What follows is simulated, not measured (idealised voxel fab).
The following process module bears the name voxel air gaps.
We display cut, a cross-section 170 nm in width whose square cells are each 5 nm.
How to read a cross-section here: the picture is a grid of square cells, written as bands going from the top down, and any band can span one or more rows of cells.
Read a band's entry like this: the first values are the height of its top and the height of its bottom in nm, and what follows is the sequence of materials from left to right, each with its width in nm. Note that "blank" is empty space, and that a single material marked "all across" reaches across the band from edge to edge.
It should be noted that heights are counted from 0, beneath which the wafer as supplied is of one material throughout, and that the lowest band possesses no lower boundary but continues downward, as written in "0..down".
Width spec "30->40" -> top row of cells at first value, bottom row at second value, equal per-row change in between.
Key: "no modification" - step with no changed cell in the cross-section.
"Cavities, closed" - sealed voids, min. 8 cells, no opening to top; format: width x height at distance (distance from left edge; nm throughout).
Formally, on a step line, whatever follows the settings is a remark that the simulator itself makes on the step.
What "overlay nm" on a step's line means: if the step has a mask, that mask lay this far to the right of its planned place, or, when the value is negative, to the left.

Steps planned for the process
1,RECEIVE: material Si
2,CONFORMAL_DEP: material SiO2, thk nm 15
3,CONFORMAL_DEP: material SiN, thk nm 5
4,DIRECTIONAL_DEP: material SiO2, thk nm 40
5,MASKED_ETCH: tone open, mask id LINES, width nm 25, pitch nm 50, etch materials SiO2, depth nm 40, overlay nm 0
6,CONFORMAL_DEP: material TiN, thk nm 5
7,FILL_DEP: material W, thk nm 5
8,CMP: height nm 60
9,EPI: material Ru, thk nm 10
10,SELECTIVE_ETCH: etch materials SiO2, depth nm 50
11,CONFORMAL_DEP: material SiCN, thk nm 5

Cross-section of the wafer at receipt, which is the condition after step 1
    0..down: Si all across
    Cavities, closed: none

Result of the module, cross-sectioned: start per above, plan per above, one error in how it was run
    75..70: blank 10 | SiCN 45 | blank 5 | SiCN 45 | blank 5 | SiCN 45 | blank 15
    70..60: blank 10 | SiCN 5 | Ru 35 | SiCN 5 | blank 5 | SiCN 5 | Ru 35 | SiCN 5 | blank 5 | SiCN 5 | Ru 35 | SiCN 5 | blank 15
    60..55: blank 10 | SiCN 15 | W 15 | SiCN 15 | blank 5 | SiCN 15 | W 15 | SiCN 15 | blank 5 | SiCN 15 | W 15 | SiCN 15 | blank 15
    55..25: blank 15 | SiCN 10 | W 15 | SiCN 10 | blank 15 | SiCN 10 | W 15 | SiCN 10 | blank 15 | SiCN 10 | W 15 | SiCN 10 | blank 20
    25..20: SiCN all across
    20..15: SiN all across
    15..0: SiO2 all across
    0..down: Si all across
    Cavities, closed: none
Where did the run depart from the plan? step 6 went in with a setting other than planned; the actual run was CONFORMAL_DEP: material SiCN, thk nm 5
